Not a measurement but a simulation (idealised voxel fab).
This section sets out a process module, namely voxel ribs on slabs.
Xsec cut, 230 nm wide, square cell size 5 nm.
Throughout this document, each cross-section is represented as a grid of square cells and is presented as a sequence of bands enumerated from the top downward, where a band comprises one or more rows of cells.
Band entry format. Leading values: height of top, height of bottom, nm. Remainder: materials in left-to-right order, each with its width in nm. Special words: "all across" on a single material, which then fills the band edge to edge; "air", empty space.
Heights from 0 (as-received wafer is one material below). Bottom band endless downward, as "0..down".
The expression "30->40" gives the width at the extremes of the band, the first number at its top row of cells and the second at its bottom row, with the width changing by equal amounts from each row to the next in between.
"no change occurred" (step): cross-section cells unchanged, all of them.
Each empty space that has no open way to the top and spans at least 8 cells appears under "Closed void entries" as width x height at distance, the distance counted from the left edge, all in nm.
If you see something after the settings on a step's line, that's the simulator's own remark about that step.
overlay nm: mask offset rightward from planned place, masked step; negative means leftward offset.
## Steps planned for the process
| 1 | RECEIVE (material Si) |
| 2 | DIRECTIONAL_DEP (material SiO2; thk nm 25) |
| 3 | DIRECTIONAL_DEP (material SiN; thk nm 20) |
| 4 | MASKED_ETCH (tone cover; mask id RIB; width nm 20; etch materials SiN; depth nm 10; overlay nm 0) |
| 5 | PATTERN (tone cover; mask id SLAB; material resist; width nm 80; thk nm 15; overlay nm 0) |
| 6 | DIRECTIONAL_ETCH (etch materials SiN; depth nm 10) |
| 7 | STRIP (etch materials resist) |
| 8 | FILL_DEP (material SiO2; thk nm 30) |
| 9 | CMP (height nm 65) |
| 10 | DIRECTIONAL_DEP (material TiN; thk nm 5) |
| 11 | PATTERN (tone cover; mask id HEATER; material resist; width nm 30; thk nm 20; overlay nm 0) |
| 12 | DIRECTIONAL_ETCH (etch materials TiN; depth nm 5) |
| 13 | STRIP (etch materials resist) |
| 14 | CONFORMAL_DEP (material SiO2; thk nm 10) |
## Cross-section of the wafer upon arrival, representing the state reached after step 1
0..down | Si all across
Closed void entries: none
## Starting wafer: above. Plan: above. Run: one mistake. Cross-section after the module: below
80..75 | air 90 | SiO2 50 | air 90
75..70 | SiO2 all across
70..65 | SiO2 100 | TiN 30 | SiO2 100
65..45 | SiO2 all across
45..35 | SiO2 95 | SiN 20 | SiO2 115
35..25 | SiO2 75 | SiN 80 | SiO2 75
25..0 | SiO2 all across
0..down | Si all across
Closed void entries: none
Error vs. plan: heads up, step 4 didn't go per plan, it actually ran as MASKED_ETCH (tone cover; mask id RIB; width nm 20; etch materials SiN; depth nm 10; overlay nm -10)
